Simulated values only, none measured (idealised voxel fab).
Process module, titled voxel double patterning
Pictured: cross-section cut, 265 nm wide, on a grid of 5 nm square cells.
Cross-section layout: square cells on a grid; listed as bands, top to bottom; a band spans one or more cell rows.
Top height, bottom height, nm. Materials left to right, width each, nm. Single material + "everywhere" = fills band edge to edge. "blank" = empty.
Height 0 is the level under which the wafer as received is all one material. The lowest band goes on downwards, as in "0 nm and below".
The notation "30 to 40" denotes a width that varies across the rows of cells in the band, beginning at the first number in the top row, finishing at the second number in the bottom row, and changing by an identical amount from each row to the next.
A step reported as "nothing changed" is a step in which no cell of the cross-section changed.
Closed-off voids of 8+ cells (no open route to the top) go in "Fully closed voids", written width x height at distance from the left edge, in nm.
The remark found on a step's line after its settings is issued by the simulator itself and pertains to that step.
"overlay nm" denotes, for a step that has a mask, the displacement of the mask to the right of its planned place, with negative values corresponding to the left.
**Intended process steps**
1. RECEIVE with material Si
2. CONFORMAL_DEP with material SiO2, thk nm 10
3. DIRECTIONAL_DEP with material W, thk nm 15
4. DIRECTIONAL_DEP with material SiCN, thk nm 10
5. MASKED_ETCH with tone open, mask id FIRST, width nm 15, pitch nm 50, etch materials SiCN, depth nm 10, overlay nm 0
6. PATTERN with tone open, mask id SECOND, material resist, width nm 15, thk nm 15, overlay nm 0
7. DIRECTIONAL_ETCH with etch materials SiCN, depth nm 10
8. STRIP with etch materials resist
9. DIRECTIONAL_ETCH with etch materials W, depth nm 15
10. STRIP with etch materials SiCN
**Wafer at receipt (post step 1), cross-section**
	0 nm and below: Si everywhere
	Fully closed voids: none
**Cross-sectional image of the first of two wafers at the end of the module, the run having proceeded as planned**
	25 nm to 10 nm: W 100 nm, then blank 15 nm, then W 10 nm, then blank 15 nm, then W 10 nm, then blank 15 nm, then W 100 nm
	10 nm to 0 nm: SiO2 everywhere
	0 nm and below: Si everywhere
	Fully closed voids: none
**So this is wafer number two of the two, cut at the end of the module - it started where the first did and had the same plan, we just got one thing wrong running it**
	15 nm to 0 nm: W 100 nm, then blank 15 nm, then W 10 nm, then blank 15 nm, then W 10 nm, then blank 15 nm, then W 100 nm
	0 nm and below: Si everywhere
	Fully closed voids: none
In executing the process, a mistake was made relative to the plan: step 2 of the plan was bypassed and not carried out
Count the cells at the end and the second wafer has more or fewer of some materials than the first: SiO2: 106 fewer
